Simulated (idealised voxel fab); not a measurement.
Herein follows the process module entitled voxel transistor to metal.
Displayed cross-section: cut, width of 260 nm, square cells sized 5 nm.
If you're reading a cross-section in this doc, picture square cells in a grid; it comes to you as bands, top ones listed first down to the bottom, and a band can be one or more rows of cells. Heads up on the band format: heights come first, top then bottom, in nm. After that it's the materials left to right, each with its width in nm. A single material flagged "throughout" fills the whole band edge to edge, and "empty" means there's empty space there. Basically, 0 is our baseline, since under it the wafer straight out of the box is all one material. The bottom band has no lower end and keeps on going down, so it looks like "0 and below". The two numbers in a width such as "30..40" mark its ends across the band: the first belongs to the top row of cells, the second to the bottom row, and from each row to the next the width moves by the same amount. It should be understood that the words "nothing different", when stated for a given step, signify that the cross-section underwent no change in any of its cells during that step. Reported under the label "Tabulated closed voids" are the empty spaces having no open way to the top and comprising 8 cells or more; the notation for each is width x height at distance, in which the distance is measured from the left edge and all three values are in nm. That trailing text on a step's line, after the settings, is the simulator's own remark on the step. overlay nm: right-of-plan distance of the mask on a masked step; negative values mean left-of-plan. Note on reading: below, each pair holds a cross-section from before one process step and one from after it; the one from after shows only down to the lowest band that changed. Beneath the pair, the step in between is stated along with its settings. The pairs can stem from different runs of this module on the same starting wafer. Where a pair's entry headed "Pre-process state" says so, and only there, that pair continues from the pair above it.

# Pre-process state
120 down to 100  resist: 20, then empty: 15, then resist: 110, then empty: 15, then resist: 100
100 down to 85  SiO2: 20, then empty: 15, then resist: 5, then SiO2: 105, then empty: 15, then resist: 5, then SiO2: 95
85 down to 75  SiO2: 20, then empty: 15, then SiO2: 110, then empty: 15, then SiO2: 100
75 down to 70  SiCN throughout
70 down to 50  W: 20, then lowk: 20, then W: 55, then lowk: 20, then W: 30, then lowk: 20, then W: 55, then lowk: 20, then W: 20
50 down to 45  TiN throughout
45 down to 35  SiO2: 20, then TiN: 5, then W: 10, then TiN: 5, then SiO2: 55, then TiN: 5, then W: 10, then TiN: 5, then SiO2: 30, then TiN: 5, then W: 10, then TiN: 5, then SiO2: 55, then TiN: 5, then W: 10, then TiN: 5, then SiO2: 20
35 down to 25  SiO2: 20, then TiN: 5, then W: 10, then TiN: 5, then SiO2: 15, then SiN: 5, then SiCN: 15, then SiN: 5, then SiO2: 15, then TiN: 5, then W: 10, then TiN: 5, then SiO2: 30, then TiN: 5, then W: 10, then TiN: 5, then SiO2: 15, then SiN: 5, then SiCN: 15, then SiN: 5, then SiO2: 15, then TiN: 5, then W: 10, then TiN: 5, then SiO2: 20
25 down to 10  SiO2: 20, then TiN: 5, then W: 10, then TiN: 5, then SiO2: 15, then SiN: 5, then polySi: 15, then SiN: 5, then SiO2: 15, then TiN: 5, then W: 10, then TiN: 5, then SiO2: 30, then TiN: 5, then W: 10, then TiN: 5, then SiO2: 15, then SiN: 5, then polySi: 15, then SiN: 5, then SiO2: 15, then TiN: 5, then W: 10, then TiN: 5, then SiO2: 20
10 down to 5  SiO2: 10, then SiN: 5, then SiO2: 5, then TiN: 5, then W: 10, then TiN: 5, then SiO2: 15, then SiN: 5, then polySi: 15, then SiN: 5, then SiO2: 15, then TiN: 5, then W: 10, then TiN: 5, then SiO2: 5, then SiN: 5, then SiO2: 10, then SiN: 5, then SiO2: 5, then TiN: 5, then W: 10, then TiN: 5, then SiO2: 15, then SiN: 5, then polySi: 15, then SiN: 5, then SiO2: 15, then TiN: 5, then W: 10, then TiN: 5, then SiO2: 5, then SiN: 5, then SiO2: 10
5 down to 0  SiO2: 10, then SiN: 5, then SiO2: 5, then TiN: 20, then SiO2: 15, then SiN: 5, then polySi: 15, then SiN: 5, then SiO2: 15, then TiN: 20, then SiO2: 5, then SiN: 5, then SiO2: 10, then SiN: 5, then SiO2: 5, then TiN: 20, then SiO2: 15, then SiN: 5, then polySi: 15, then SiN: 5, then SiO2: 15, then TiN: 20, then SiO2: 5, then SiN: 5, then SiO2: 10
0 down to -5  SiO2: 15, then nSi: 40, then SiO2: 25, then nSi: 40, then SiO2: 20, then nSi: 40, then SiO2: 25, then nSi: 40, then SiO2: 15
-5 down to -30  SiO2: 15, then Si: 105, then SiO2: 20, then Si: 105, then SiO2: 15
-30 and below  Si throughout
Tabulated closed voids: none

# Post-Step Cross-Section
120 down to 100  resist: 20, then empty: 15, then resist: 110, then empty: 15, then resist: 100
100 down to 85  SiO2: 20, then empty: 15, then resist: 5, then SiO2: 105, then empty: 15, then resist: 5, then SiO2: 95
85 down to 75  SiO2: 20, then empty: 15, then SiO2: 110, then empty: 15, then SiO2: 100
75 down to 70  SiCN: 20, then empty: 15, then SiCN: 110, then empty: 15, then SiCN: 100
No changes below 70.
Tabulated closed voids: none
Link between the two cross-sections above: DIRECTIONAL_ETCH, etch materials SiCN, depth nm 5

Pre-process state: For the state before this step, see the after cross-section of the pair located directly above.

# Post-Step Cross-Section
100 down to 85  SiO2: 20, then empty: 20, then SiO2: 105, then empty: 20, then SiO2: 95
No changes below 85.
Tabulated closed voids: none
Link between the two cross-sections above: STRIP, etch materials resist

Pre-process state: For the state before this step, see the after cross-section of the pair located directly above.

# Post-Step Cross-Section
105 down to 100  TiN: 25, then empty: 10, then TiN: 115, then empty: 10, then TiN: 100
100 down to 90  SiO2: 20, then TiN: 5, then empty: 10, then TiN: 5, then SiO2: 105, then TiN: 5, then empty: 10, then TiN: 5, then SiO2: 95
90 down to 85  SiO2: 20, then TiN: 5, then empty: 5, then TiN: 10, then SiO2: 105, then TiN: 5, then empty: 5, then TiN: 10, then SiO2: 95
85 down to 75  SiO2: 20, then TiN: 5, then empty: 5, then TiN: 5, then SiO2: 110, then TiN: 5, then empty: 5, then TiN: 5, then SiO2: 100
75 down to 70  SiCN: 20, then TiN: 15, then SiCN: 110, then TiN: 15, then SiCN: 100
No changes below 70.
Tabulated closed voids: none
Link between the two cross-sections above: CONFORMAL_DEP, material TiN, thk nm 5

Pre-process state: For the state before this step, see the after cross-section of the pair located directly above.

# Post-Step Cross-Section
115 down to 105  Ru throughout
105 down to 100  TiN: 25, then Ru: 10, then TiN: 115, then Ru: 10, then TiN: 100
100 down to 90  SiO2: 20, then TiN: 5, then Ru: 10, then TiN: 5, then SiO2: 105, then TiN: 5, then Ru: 10, then TiN: 5, then SiO2: 95
90 down to 85  SiO2: 20, then TiN: 5, then Ru: 5, then TiN: 10, then SiO2: 105, then TiN: 5, then Ru: 5, then TiN: 10, then SiO2: 95
85 down to 75  SiO2: 20, then TiN: 5, then Ru: 5, then TiN: 5, then SiO2: 110, then TiN: 5, then Ru: 5, then TiN: 5, then SiO2: 100
No changes below 75.
Tabulated closed voids: none
Link between the two cross-sections above: FILL_DEP, material Ru, thk nm 10

Pre-process state: For the state before this step, see the after cross-section of the pair located directly above.

# Post-Step Cross-Section
100 down to 90  SiO2: 20, then TiN: 5, then Ru: 10, then TiN: 5, then SiO2: 105, then TiN: 5, then Ru: 10, then TiN: 5, then SiO2: 95
No changes below 90.
Tabulated closed voids: none
Link between the two cross-sections above: CMP, height nm 100

Pre-process state: For the state before this step, see the after cross-section of the pair located directly above.

# Post-Step Cross-Section
105 down to 100  SiN throughout
No changes below 100.
Tabulated closed voids: none
Link between the two cross-sections above: CONFORMAL_DEP, material SiN, thk nm 5
